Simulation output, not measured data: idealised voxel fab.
The document below concerns the process module designated voxel self aligned contacts.
Section shown: cut. Width: 145 nm. Cell size: 5 nm, square.
The cross-sections in this document take the form of a grid made of square cells. They are written out as bands, in order from top to bottom. Each band consists of one or more rows of cells.
Band: top height; bottom height; in nm. Then, left to right: material with width in nm, for each material. "full width": a single material spanning edge to edge. "air": empty space.
Ref level 0: as-received wafer is one material below here. Bottom band extends down with no lower bound ("top 0, no bottom").
A two-number width, for instance "30->40", indicates that the width is equal to the first number in the top row of the band and to the second number in the bottom row, and that it changes by a constant amount per row of cells.
Reading "identical to before" for a step: not a cell of the cross-section changed in it.
"Sealed internal voids" lists enclosed empty spaces (at least 8 cells, no open path upward to the top), each as width x height at distance from the left edge, in nm.
Step line, after settings: the simulator's comment on this step.
overlay nm: mask right of planned place by this much (step with mask). Neg. = left.

-- The following list gives the planned process steps
1 RECEIVE (material Si)
2 CONFORMAL_DEP (material SiO2; thk nm 5)
3 DIRECTIONAL_DEP (material polySi; thk nm 30)
4 DIRECTIONAL_DEP (material SiN; thk nm 20)
5 DIRECTIONAL_DEP (material aC; thk nm 15)
6 PATTERN (tone cover; mask id GATE; material resist; width nm 30; pitch nm 55; thk nm 30; overlay nm 0)
7 DIRECTIONAL_ETCH (etch materials aC; depth nm 15)
8 STRIP (etch materials resist)
9 DIRECTIONAL_ETCH (etch materials SiN; depth nm 20)
10 DIRECTIONAL_ETCH (etch materials polySi; depth nm 30)
11 STRIP (etch materials aC)
12 CONFORMAL_DEP (material SiN; thk nm 5)
13 DIRECTIONAL_ETCH (etch materials SiN; depth nm 5)
14 FILL_DEP (material SiO2; thk nm 10)
15 CMP (height nm 60)
16 MASKED_ETCH (tone open; mask id CONTACT; width nm 35; etch materials SiO2; depth nm 60; overlay nm 0)
17 CONFORMAL_DEP (material TiN; thk nm 5)
18 FILL_DEP (material W; thk nm 10)
19 CMP (height nm 60)
20 CONFORMAL_DEP (material SiN; thk nm 5)

-- First of the two wafers, run per plan

-- as received, after step 1
- top 0, no bottom  Si full width
- Sealed internal voids: none

-- Sectional view: wafer, after step 2
- top 5, bottom 0  SiO2 full width
- For the remainder of the cross-section, below 0, there is no change.

-- Sectional view: wafer, after step 3
- top 35, bottom 5  polySi full width
- For the remainder of the cross-section, below 5, there is no change.

-- Sectional view: wafer, after step 4
- top 55, bottom 35  SiN full width
- For the remainder of the cross-section, below 35, there is no change.

-- Sectional view: wafer, after step 5
- top 70, bottom 55  aC full width
- For the remainder of the cross-section, below 55, there is no change.

-- Sectional view: wafer, after step 6
- top 100, bottom 70  air=30; resist=30; air=25; resist=30; air=30
- For the remainder of the cross-section, below 70, there is no change.

-- Sectional view: wafer, after step 7
- top 85, bottom 70  air=30; resist=30; air=25; resist=30; air=30
- top 70, bottom 55  air=30; aC=30; air=25; aC=30; air=30
- For the remainder of the cross-section, below 55, there is no change.

-- Sectional view: wafer, after step 8
- top 70, bottom 55  air=30; aC=30; air=25; aC=30; air=30
- For the remainder of the cross-section, below 55, there is no change.

-- Sectional view: wafer, after step 9
- top 70, bottom 55  air=30; aC=30; air=25; aC=30; air=30
- top 55, bottom 35  air=30; SiN=30; air=25; SiN=30; air=30
- For the remainder of the cross-section, below 35, there is no change.

-- Sectional view: wafer, after step 10
- top 70, bottom 55  air=30; aC=30; air=25; aC=30; air=30
- top 55, bottom 35  air=30; SiN=30; air=25; SiN=30; air=30
- top 35, bottom 5  air=30; polySi=30; air=25; polySi=30; air=30
- For the remainder of the cross-section, below 5, there is no change.

-- Sectional view: wafer, after step 11
- top 55, bottom 35  air=30; SiN=30; air=25; SiN=30; air=30
- For the remainder of the cross-section, below 35, there is no change.

-- Sectional view: wafer, after step 12
- top 60, bottom 35  air=25; SiN=40; air=15; SiN=40; air=25
- top 35, bottom 10  air=25; SiN=5; polySi=30; SiN=5; air=15; SiN=5; polySi=30; SiN=5; air=25
- top 10, bottom 5  SiN=30; polySi=30; SiN=25; polySi=30; SiN=30
- For the remainder of the cross-section, below 5, there is no change.

-- Sectional view: wafer, after step 13
- top 55, bottom 35  air=25; SiN=40; air=15; SiN=40; air=25
- top 35, bottom 5  air=25; SiN=5; polySi=30; SiN=5; air=15; SiN=5; polySi=30; SiN=5; air=25
- For the remainder of the cross-section, below 5, there is no change.

-- Sectional view: wafer, after step 14
- top 65, bottom 55  SiO2 full width
- top 55, bottom 35  SiO2=25; SiN=40; SiO2=15; SiN=40; SiO2=25
- top 35, bottom 5  SiO2=25; SiN=5; polySi=30; SiN=5; SiO2=15; SiN=5; polySi=30; SiN=5; SiO2=25
- For the remainder of the cross-section, below 5, there is no change.

-- Sectional view: wafer, after step 15
- top 60, bottom 55  SiO2 full width
- For the remainder of the cross-section, below 55, there is no change.

-- Sectional view: wafer, after step 16
- top 60, bottom 55  SiO2=55; air=35; SiO2=55
- top 55, bottom 35  SiO2=25; SiN=40; air=15; SiN=40; SiO2=25
- top 35, bottom 5  SiO2=25; SiN=5; polySi=30; SiN=5; air=15; SiN=5; polySi=30; SiN=5; SiO2=25
- top 5, bottom 0  SiO2=65; air=15; SiO2=65
- For the remainder of the cross-section, below 0, there is no change.

-- Sectional view: wafer, after step 17
- top 65, bottom 60  TiN=60; air=25; TiN=60
- top 60, bottom 55  SiO2=55; TiN=15; air=5; TiN=15; SiO2=55
- top 55, bottom 35  SiO2=25; SiN=40; TiN=5; air=5; TiN=5; SiN=40; SiO2=25
- top 35, bottom 5  SiO2=25; SiN=5; polySi=30; SiN=5; TiN=5; air=5; TiN=5; SiN=5; polySi=30; SiN=5; SiO2=25
- top 5, bottom 0  SiO2=65; TiN=15; SiO2=65
- For the remainder of the cross-section, below 0, there is no change.

-- Sectional view: wafer, after step 18
- top 75, bottom 65  W full width
- top 65, bottom 60  TiN=60; W=25; TiN=60
- top 60, bottom 55  SiO2=55; TiN=15; W=5; TiN=15; SiO2=55
- top 55, bottom 35  SiO2=25; SiN=40; TiN=5; W=5; TiN=5; SiN=40; SiO2=25
- top 35, bottom 5  SiO2=25; SiN=5; polySi=30; SiN=5; TiN=5; W=5; TiN=5; SiN=5; polySi=30; SiN=5; SiO2=25
- For the remainder of the cross-section, below 5, there is no change.

-- Sectional view: wafer, after step 19
- top 60, bottom 55  SiO2=55; TiN=15; W=5; TiN=15; SiO2=55
- For the remainder of the cross-section, below 55, there is no change.

-- Sectional view: wafer, after step 20
- top 65, bottom 60  SiN full width
- For the remainder of the cross-section, below 60, there is no change.

-- Second of two: same start, same plan, one run error; steps up to and including 15 match the first

-- when step 16 should have ended
- top 60, bottom 55  air=55; SiO2=35; air=55
- top 55, bottom 35  air=25; SiN=40; SiO2=15; SiN=40; air=25
- top 35, bottom 5  air=25; SiN=5; polySi=30; SiN=5; SiO2=15; SiN=5; polySi=30; SiN=5; air=25
- top 5, bottom 0  air=25; SiO2=95; air=25
- For the remainder of the cross-section, below 0, there is no change.

-- when step 17 should have ended
- top 65, bottom 60  air=50; TiN=45; air=50
- top 60, bottom 55  air=20; TiN=35; SiO2=35; TiN=35; air=20
- top 55, bottom 35  air=20; TiN=5; SiN=40; SiO2=15; SiN=40; TiN=5; air=20
- top 35, bottom 5  air=20; TiN=5; SiN=5; polySi=30; SiN=5; SiO2=15; SiN=5; polySi=30; SiN=5; TiN=5; air=20
- top 5, bottom 0  TiN=25; SiO2=95; TiN=25
- For the remainder of the cross-section, below 0, there is no change.

-- when step 18 should have ended
- top 75, bottom 65  W full width
- top 65, bottom 60  W=50; TiN=45; W=50
- top 60, bottom 55  W=20; TiN=35; SiO2=35; TiN=35; W=20
- top 55, bottom 35  W=20; TiN=5; SiN=40; SiO2=15; SiN=40; TiN=5; W=20
- top 35, bottom 5  W=20; TiN=5; SiN=5; polySi=30; SiN=5; SiO2=15; SiN=5; polySi=30; SiN=5; TiN=5; W=20
- For the remainder of the cross-section, below 5, there is no change.

-- when step 19 should have ended
- top 60, bottom 55  W=20; TiN=35; SiO2=35; TiN=35; W=20
- For the remainder of the cross-section, below 55, there is no change.

-- when step 20 should have ended
- top 65, bottom 60  SiN full width
- For the remainder of the cross-section, below 60, there is no change.
Finding, execution versus plan: it should be noted that step 16 was executed with settings other than those planned, the operation and settings actually applied being MASKED_ETCH (tone cover; mask id CONTACT; width nm 35; etch materials SiO2; depth nm 60; overlay nm 0)
Counted in cells at the end, the second wafer holds more or fewer of these materials than the first: -92 SiO2; +15 TiN; +77 W
